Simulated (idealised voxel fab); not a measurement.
Presented below is a process module, voxel self aligned vias.
Cross-section cut spans 295 nm and uses square cells 5 nm in size.
A cross-section in this document is a grid of square cells, and it is written down as bands, the top band listed before the ones below it; a band is made up of one or more rows of cells.
Each band's line starts with the height of the band's top and of its bottom, in nm. Then come its materials from left to right, each with its width in nm. One material with "throughout" fills the band from edge to edge. "empty" is empty space.
Heights are measured from 0, the level below which the as-received wafer is all one material; the lowest band has no bottom and continues downward, written as in "0..down".
The expression "30 to 40" gives the width at the extremes of the band, the first number at its top row of cells and the second at its bottom row, with the width changing by equal amounts from each row to the next in between.
Step marked "changes: none"? Then no cell in the cross-section changed in it.
Listed in "Voids lacking openings": every empty space of 8 or more cells without an open way to the top. Form: width x height at distance, the distance being from the left edge, all in nm.
It should be noted that, on the line of a given step, the content following the step's settings is a remark produced by the simulator itself with respect to that step.
A step's line can hold "overlay nm"; with a mask on that step, the setting says how far right of the planned place the mask lay, while a negative setting says it lay to the left.
The following list gives the planned process steps
1: RECEIVE with material Si
2: CONFORMAL_DEP with material SiO2, thk nm 15
3: CONFORMAL_DEP with material SiCN, thk nm 5
4: DIRECTIONAL_DEP with material SiO2, thk nm 20
5: PATTERN with tone open, mask id LINES, material resist, width nm 30, pitch nm 65, thk nm 20, overlay nm 0
6: DIRECTIONAL_ETCH with etch materials SiO2, depth nm 20
7: STRIP with etch materials resist
8: CONFORMAL_DEP with material TiN, thk nm 5
9: FILL_DEP with material Ru, thk nm 10
10: CMP with height nm 40
11: SELECTIVE_ETCH with etch materials W Ru TiN, depth nm 10
12: FILL_DEP with material SiN, thk nm 10
13: CMP with height nm 40
14: DIRECTIONAL_DEP with material SiO2, thk nm 15
15: MASKED_ETCH with tone open, mask id VIAS, width nm 50, etch materials SiO2, depth nm 15, overlay nm -15
16: MASKED_ETCH with tone open, mask id VIAS, width nm 50, etch materials SiN, depth nm 10, overlay nm 0
17: CONFORMAL_DEP with material TiN, thk nm 5
18: FILL_DEP with material Ru, thk nm 5
19: CMP with height nm 55
20: CONFORMAL_DEP with material SiCN, thk nm 5
What sets these wafers apart? The overlay nm at step 15. They all start alike, and the plan carries the first wafer's value.
The as-received cross-section of the first of several wafers corresponds to the state after step 1
  0..down  Si throughout
  Voids lacking openings: none
Per-wafer rows below. For each material: cells gained (+) or lost (-) since the wafer was received, as of end of module. Then: closed voids
overlay nm -15, +30 Ru, +118 SiCN, +14 SiN, +512 SiO2, +34 TiN, Voids lacking openings: none
overlay nm -10, +32 Ru, +118 SiCN, +12 SiN, +512 SiO2, +34 TiN, Voids lacking openings: none
overlay nm -5, +32 Ru, +118 SiCN, +12 SiN, +512 SiO2, +34 TiN, Voids lacking openings: none
overlay nm 0, +32 Ru, +118 SiCN, +12 SiN, +512 SiO2, +34 TiN, Voids lacking openings: none
overlay nm 5, +32 Ru, +118 SiCN, +12 SiN, +512 SiO2, +34 TiN, Voids lacking openings: none
overlay nm 10, +32 Ru, +118 SiCN, +12 SiN, +512 SiO2, +34 TiN, Voids lacking openings: none
overlay nm 15, +30 Ru, +118 SiCN, +14 SiN, +512 SiO2, +34 TiN, Voids lacking openings: none
